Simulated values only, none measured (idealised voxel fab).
process module | voxel self aligned contacts
cross-section cut | 255 nm wide | cells 5 nm
A cross-section is a grid of square cells, given in bands from the top down. A band is one or more rows of cells.
Each band's line starts with the height of the band's top and of its bottom, in nm. Then come its materials from left to right, each with its width in nm. One material with "throughout" fills the band from edge to edge. "air" is empty space.
Height 0 is the level under which the wafer as received is all one material. The lowest band goes on downwards, as in "0 down".
A width such as "30 to 40" changes by the same amount from each row of cells to the next, from the band's top row to its bottom row.
"no change" after a step means that no cell of the cross-section changed.
closed voids: empty space of 8 cells or more with no open way to the top, each as width x height at its distance from the left edge, in nm
after a step's settings: what the simulator itself notes on the step
overlay nm, on a step with a mask: how far to the right of its planned place the mask lay; to the left if negative
plan
1 op RECEIVE | material Si
2 op OXIDIZE | depth nm 5
3 op DIRECTIONAL_DEP | material polySi | thk nm 20
4 op DIRECTIONAL_DEP | material SiN | thk nm 25
5 op DIRECTIONAL_DEP | material aC | thk nm 10
6 op PATTERN | tone cover | mask id GATE | material resist | width nm 30 | pitch nm 65 | thk nm 25 | overlay nm 0
7 op DIRECTIONAL_ETCH | etch materials aC | depth nm 10
8 op STRIP | etch materials resist
9 op DIRECTIONAL_ETCH | etch materials SiN | depth nm 25
10 op DIRECTIONAL_ETCH | etch materials polySi | depth nm 20
11 op STRIP | etch materials aC
12 op CONFORMAL_DEP | material SiN | thk nm 10
13 op DIRECTIONAL_ETCH | etch materials SiN | depth nm 10
14 op FILL_DEP | material SiO2 | thk nm 10
15 op CMP | height nm 50
16 op MASKED_ETCH | tone open | mask id CONTACT | width nm 45 | etch materials SiO2 | depth nm 55 | overlay nm 0
17 op CONFORMAL_DEP | material TiN | thk nm 5
18 op FILL_DEP | material Ru | thk nm 5
19 op CMP | height nm 50
20 op CONFORMAL_DEP | material SiCN | thk nm 5
as received, after step 1
  0 down: Si throughout
  closed voids: none
first wafer at the end, as planned
  55 to 50: SiCN throughout
  50 to 45: SiO2 105 | TiN 20 | Ru 5 | TiN 20 | SiO2 105
  45 to 20: SiO2 70 | SiN 50 | TiN 5 | Ru 5 | TiN 5 | SiN 50 | SiO2 70
  20 to 0: SiO2 70 | SiN 10 | polySi 30 | SiN 10 | TiN 5 | Ru 5 | TiN 5 | SiN 10 | polySi 30 | SiN 10 | SiO2 70
  0 to -5: SiO2 120 | TiN 15 | SiO2 120
  -5 down: Si throughout
  closed voids: none
second wafer at the end: like start, like plan, one mistake
  55 to 50: SiCN throughout
  50 to 20: SiO2 70 | SiN 50 | TiN 5 | Ru 5 | TiN 5 | SiN 50 | SiO2 70
  20 to 10: SiO2 70 | SiN 10 | polySi 30 | SiN 10 | TiN 5 | Ru 5 | TiN 5 | SiN 10 | polySi 30 | SiN 10 | SiO2 70
  10 to 5: SiO2 70 | SiN 10 | polySi 30 | SiN 10 | TiN 15 | SiN 10 | polySi 30 | SiN 10 | SiO2 70
  5 to 0: SiN 80 | polySi 30 | SiN 35 | polySi 30 | SiN 80
  0 to -5: SiO2 throughout
  -5 down: Si throughout
  closed voids: none
what went wrong: step 13 ran as: op DIRECTIONAL_ETCH | etch materials SiN | depth nm 5
at the end the second wafer has, in cells: 2 fewer of Ru | 51 more of SiN | 39 fewer of SiO2 | 10 fewer of TiN
